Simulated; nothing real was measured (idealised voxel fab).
Presented below is a process module, voxel transistor to metal.
FYI the section here is cut, 195 nm wide, cells are 5 nm squares.
Think of the cross-section as a grid of square cells. We describe it in bands, top to bottom, and each band covers one or more rows of those cells.
Heights first: top, then bottom, in nm. Then materials, left to right, each with a width in nm. "throughout" on a single material: fills the band edge to edge. "empty": empty space.
Below 0: as-received wafer, all one material; heights counted from there. Lowest band: no bottom, goes on down, written "0 -> down".
Read "30 to 40" as a graded width: first number on top, second number at the bottom, same change between each pair of neighbouring rows.
Take "changes: none" at face value: in the step it is given for, the cross-section changed in none of its cells.
The list in "Unvented internal voids" covers empty spaces of 8 cells or more that cannot reach the top through any open way, and it gives each as width x height at distance; the distance is from the left edge, and width, height and distance are in nm.
It should be noted that, on the line of a given step, the content following the step's settings is a remark produced by the simulator itself with respect to that step.
"overlay nm" denotes, for a step that has a mask, the displacement of the mask to the right of its planned place, with negative values corresponding to the left.
Process steps (planned):
1: op RECEIVE | material Si
2: op CONFORMAL_DEP | material SiO2 | thk nm 5
3: op CONFORMAL_DEP | material SiN | thk nm 10
4: op MASKED_ETCH | tone cover | mask id ACTIVE | width nm 125 | etch materials SiN | depth nm 10 | overlay nm 0
5: op MASKED_ETCH | tone cover | mask id ACTIVE | width nm 125 | etch materials SiO2 | depth nm 5 | overlay nm 0
6: op MASKED_ETCH | tone cover | mask id ACTIVE | width nm 125 | etch materials Si | depth nm 25 | overlay nm 0
7: op FILL_DEP | material SiO2 | thk nm 5
8: op CMP | height nm 15
9: op SELECTIVE_ETCH | etch materials SiO2 | depth nm 10
10: op STRIP | etch materials SiN
11: op SELECTIVE_ETCH | etch materials SiO2 | depth nm 5
12: op OXIDIZE | depth nm 5
13: op DIRECTIONAL_DEP | material polySi | thk nm 25
14: op DIRECTIONAL_DEP | material SiCN | thk nm 10
15: op PATTERN | tone cover | mask id GATE | material resist | width nm 25 | thk nm 15 | overlay nm 0
16: op DIRECTIONAL_ETCH | etch materials SiCN | depth nm 20
17: op DIRECTIONAL_ETCH | etch materials polySi | depth nm 35
18: op STRIP | etch materials resist
19: op CONFORMAL_DEP | material SiN | thk nm 10
20: op DIRECTIONAL_ETCH | etch materials SiN | depth nm 10
21: op DIRECTIONAL_ETCH | etch materials SiO2 | depth nm 5
22: op DIRECTIONAL_ETCH | etch materials Si | depth nm 5
23: op EPI | material SiGe | thk nm 10
24: op FILL_DEP | material SiO2 | thk nm 10
25: op CMP | height nm 35
26: op DIRECTIONAL_DEP | material SiO2 | thk nm 15
27: op DIRECTIONAL_DEP | material aC | thk nm 15
28: op PATTERN | tone open | mask id CONTACT | material resist | width nm 35 | pitch nm 70 | thk nm 30 | overlay nm 0
29: op DIRECTIONAL_ETCH | etch materials aC | depth nm 15
30: op STRIP | etch materials resist
31: op DIRECTIONAL_ETCH | etch materials SiO2 | depth nm 50
32: op STRIP | etch materials aC
33: op CONFORMAL_DEP | material TiN | thk nm 5
34: op FILL_DEP | material Ru | thk nm 10
35: op CMP | height nm 50
36: op CONFORMAL_DEP | material SiCN | thk nm 5
37: op DIRECTIONAL_DEP | material lowk | thk nm 20
38: op MASKED_ETCH | tone open | mask id METAL_1 | width nm 20 | pitch nm 85 | etch materials lowk | depth nm 20 | overlay nm -15
39: op MASKED_ETCH | tone open | mask id METAL_1 | width nm 20 | pitch nm 85 | etch materials SiCN | depth nm 5 | overlay nm 0
40: op CONFORMAL_DEP | material TiN | thk nm 5
41: op FILL_DEP | material W | thk nm 5
42: op CMP | height nm 75
43: op CONFORMAL_DEP | material SiCN | thk nm 5
44: op DIRECTIONAL_DEP | material SiO2 | thk nm 30
45: op PATTERN | tone open | mask id METAL_2 | material resist | width nm 20 | pitch nm 85 | thk nm 15 | overlay nm 0
46: op DIRECTIONAL_ETCH | etch materials SiO2 | depth nm 20
47: op STRIP | etch materials resist
48: op MASKED_ETCH | tone open | mask id METAL_2_HOLES | width nm 15 | pitch nm 85 | etch materials SiO2 | depth nm 10 | overlay nm 0
49: op MASKED_ETCH | tone open | mask id METAL_2_HOLES | width nm 15 | pitch nm 85 | etch materials SiCN | depth nm 5 | overlay nm 0
50: op CONFORMAL_DEP | material TiN | thk nm 5
51: op FILL_DEP | material Cu | thk nm 10
52: op CMP | height nm 110
53: op CONFORMAL_DEP | material SiN | thk nm 5
Variable across wafers: step 38 overlay nm (plan value is that of the first wafer; starting state common to all).
The first of several wafers as received, shown in cross-section; this is its state after step 1:
0 -> down | Si throughout
Unvented internal voids: none
So in this table every wafer gets its own row, and what you see is where it stands at the end of the module: for each material, how many cells it picked up (+) or gave up (-) since we received it, and after that its closed voids:
overlay nm -15, +18 Cu, +72 Ru, -111 Si, +80 SiCN, +38 SiGe, +67 SiN, +468 SiO2, +104 TiN, +12 W, +124 lowk, +25 polySi, Unvented internal voids: none
overlay nm -10, +18 Cu, +72 Ru, -111 Si, +78 SiCN, +38 SiGe, +67 SiN, +468 SiO2, +106 TiN, +12 W, +124 lowk, +25 polySi, Unvented internal voids: none
overlay nm -5, +18 Cu, +72 Ru, -111 Si, +76 SiCN, +38 SiGe, +67 SiN, +468 SiO2, +106 TiN, +14 W, +124 lowk, +25 polySi, Unvented internal voids: none
overlay nm 0, +18 Cu, +72 Ru, -111 Si, +74 SiCN, +38 SiGe, +67 SiN, +468 SiO2, +106 TiN, +16 W, +124 lowk, +25 polySi, Unvented internal voids: none
overlay nm 5, +18 Cu, +72 Ru, -111 Si, +76 SiCN, +38 SiGe, +67 SiN, +468 SiO2, +106 TiN, +14 W, +124 lowk, +25 polySi, Unvented internal voids: none
overlay nm 10, +18 Cu, +72 Ru, -111 Si, +78 SiCN, +38 SiGe, +67 SiN, +468 SiO2, +106 TiN, +12 W, +124 lowk, +25 polySi, Unvented internal voids: none
overlay nm 15, +18 Cu, +72 Ru, -111 Si, +80 SiCN, +38 SiGe, +67 SiN, +468 SiO2, +104 TiN, +12 W, +124 lowk, +25 polySi, Unvented internal voids: none
